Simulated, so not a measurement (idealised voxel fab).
process module | voxel gate over fins
This is section cut - it's 235 nm across, gridded in 5 nm square cells.
Just so we're on the same page, the cross-sections are grids of square cells, and they're listed out in bands top to bottom, each band one or more rows deep. Quick guide to a band line: top height, bottom height (nm) up front; then every material left to right with its width in nm. Only one material and it's marked "all across"? Then it fills the band edge to edge. And "air" just means empty space. Below 0: as-received wafer, all one material; heights counted from there. Lowest band: no bottom, goes on down, written "z 0 and below". The notation "30->40" denotes a width that varies across the rows of cells in the band, beginning at the first number in the top row, finishing at the second number in the bottom row, and changing by an identical amount from each row to the next. "all unchanged" after a step means that no cell of the cross-section changed. Empty spaces without an open route to the top, at least 8 cells in extent, make up the entry "Closed empty spaces"; each is given as width x height at distance, where the distance is measured from the left edge, and all are in nm. That trailing text on a step's line, after the settings, is the simulator's own remark on the step. overlay nm, on a step with a mask: how far to the right of its planned place the mask lay; to the left if negative.
-- Steps in the process plan
1 RECEIVE | material Si
2 CONFORMAL_DEP | material SiN | thk nm 10
3 PATTERN | tone cover | mask id FINS | material resist | width nm 15 | pitch nm 55 | thk nm 15 | overlay nm 0
4 DIRECTIONAL_ETCH | etch materials SiN | depth nm 10
5 DIRECTIONAL_ETCH | etch materials Si | depth nm 40
6 STRIP | etch materials resist
7 OXIDIZE | depth nm 5
8 FILL_DEP | material SiO2 | thk nm 5
9 CMP | height nm 10
10 DIRECTIONAL_DEP | material aC | thk nm 15
11 PATTERN | tone open | mask id RAIL | material resist | width nm 15 | thk nm 30 | overlay nm 0
12 DIRECTIONAL_ETCH | etch materials aC | depth nm 15
13 STRIP | etch materials resist
14 DIRECTIONAL_ETCH | etch materials SiO2 | depth nm 45
15 STRIP | etch materials aC
16 CONFORMAL_DEP | material TiN | thk nm 5
17 FILL_DEP | material Ru | thk nm 10
18 CMP | height nm 10
19 SELECTIVE_ETCH | etch materials W Ru TiN | depth nm 30
20 FILL_DEP | material SiO2 | thk nm 5
21 CMP | height nm 10
22 SELECTIVE_ETCH | etch materials SiO2 | depth nm 25
23 STRIP | etch materials SiN
24 CONFORMAL_DEP | material HfO2 | thk nm 5
25 CONFORMAL_DEP | material TiN | thk nm 5
26 FILL_DEP | material W | thk nm 10
27 CMP | height nm 15
28 CONFORMAL_DEP | material SiN | thk nm 10
-- As received (post step 1): cross-section
	z 0 and below = Si all across
	Closed empty spaces: none
-- The first of the two wafers as seen in cross-section once the module was finished; processing followed the plan
	z 25 to 15 = SiN all across
	z 15 to 10 = W all across
	z 10 to 5 = W=50 / TiN=25 / W=30 / TiN=25 / W=30 / TiN=25 / W=50
	z 5 to 0 = W=50 / TiN=5 / HfO2=15 / TiN=5 / W=30 / TiN=5 / HfO2=15 / TiN=5 / W=30 / TiN=5 / HfO2=15 / TiN=5 / W=50
	z 0 to -5 = W=50 / TiN=5 / HfO2=5 / Si=5 / HfO2=5 / TiN=5 / W=30 / TiN=5 / HfO2=5 / Si=5 / HfO2=5 / TiN=5 / W=30 / TiN=5 / HfO2=5 / Si=5 / HfO2=5 / TiN=5 / W=50
	z -5 to -10 = TiN=55 / HfO2=5 / Si=5 / HfO2=5 / TiN=40 / HfO2=5 / Si=5 / HfO2=5 / TiN=40 / HfO2=5 / Si=5 / HfO2=5 / TiN=55
	z -10 to -15 = HfO2=60 / Si=5 / HfO2=50 / Si=5 / HfO2=50 / Si=5 / HfO2=60
	z -15 to -20 = SiO2=60 / Si=5 / SiO2=50 / Si=5 / SiO2=50 / Si=5 / SiO2=60
	z -20 to -30 = SiO2=60 / Si=5 / SiO2=15 / TiN=5 / Ru=5 / TiN=5 / SiO2=20 / Si=5 / SiO2=50 / Si=5 / SiO2=60
	z -30 to -35 = SiO2=60 / Si=5 / SiO2=15 / TiN=15 / SiO2=20 / Si=5 / SiO2=50 / Si=5 / SiO2=60
	z -35 to -45 = SiO2=60 / Si=5 / SiO2=50 / Si=5 / SiO2=50 / Si=5 / SiO2=60
	z -45 and below = Si all across
	Closed empty spaces: none
-- Wafer two, sectioned after the module: the first wafer's start, the first wafer's plan, and one mistake in how it was run
	z 25 to 15 = SiN all across
	z 15 to 10 = W all across
	z 10 to 5 = W=55 / TiN=25 / W=30 / TiN=25 / W=30 / TiN=25 / W=45
	z 5 to 0 = W=55 / TiN=5 / HfO2=15 / TiN=5 / W=30 / TiN=5 / HfO2=15 / TiN=5 / W=30 / TiN=5 / HfO2=15 / TiN=5 / W=45
	z 0 to -5 = W=55 / TiN=5 / HfO2=5 / Si=5 / HfO2=5 / TiN=5 / W=30 / TiN=5 / HfO2=5 / Si=5 / HfO2=5 / TiN=5 / W=30 / TiN=5 / HfO2=5 / Si=5 / HfO2=5 / TiN=5 / W=45
	z -5 to -10 = TiN=60 / HfO2=5 / Si=5 / HfO2=5 / TiN=40 / HfO2=5 / Si=5 / HfO2=5 / TiN=40 / HfO2=5 / Si=5 / HfO2=5 / TiN=50
	z -10 to -15 = HfO2=65 / Si=5 / HfO2=50 / Si=5 / HfO2=50 / Si=5 / HfO2=55
	z -15 to -20 = SiO2=65 / Si=5 / SiO2=50 / Si=5 / SiO2=50 / Si=5 / SiO2=55
	z -20 to -30 = SiO2=65 / Si=5 / SiO2=10 / TiN=5 / Ru=5 / TiN=5 / SiO2=25 / Si=5 / SiO2=50 / Si=5 / SiO2=55
	z -30 to -35 = SiO2=65 / Si=5 / SiO2=10 / TiN=15 / SiO2=25 / Si=5 / SiO2=50 / Si=5 / SiO2=55
	z -35 to -45 = SiO2=65 / Si=5 / SiO2=50 / Si=5 / SiO2=50 / Si=5 / SiO2=55
	z -45 and below = Si all across
	Closed empty spaces: none
Diagnosis: step 3 was processed under conditions differing from the plan, specifically as PATTERN | tone cover | mask id FINS | material resist | width nm 15 | pitch nm 55 | thk nm 15 | overlay nm 5
Heads up: at the end the two wafers have identical cell counts per material, they're just laid out differently.
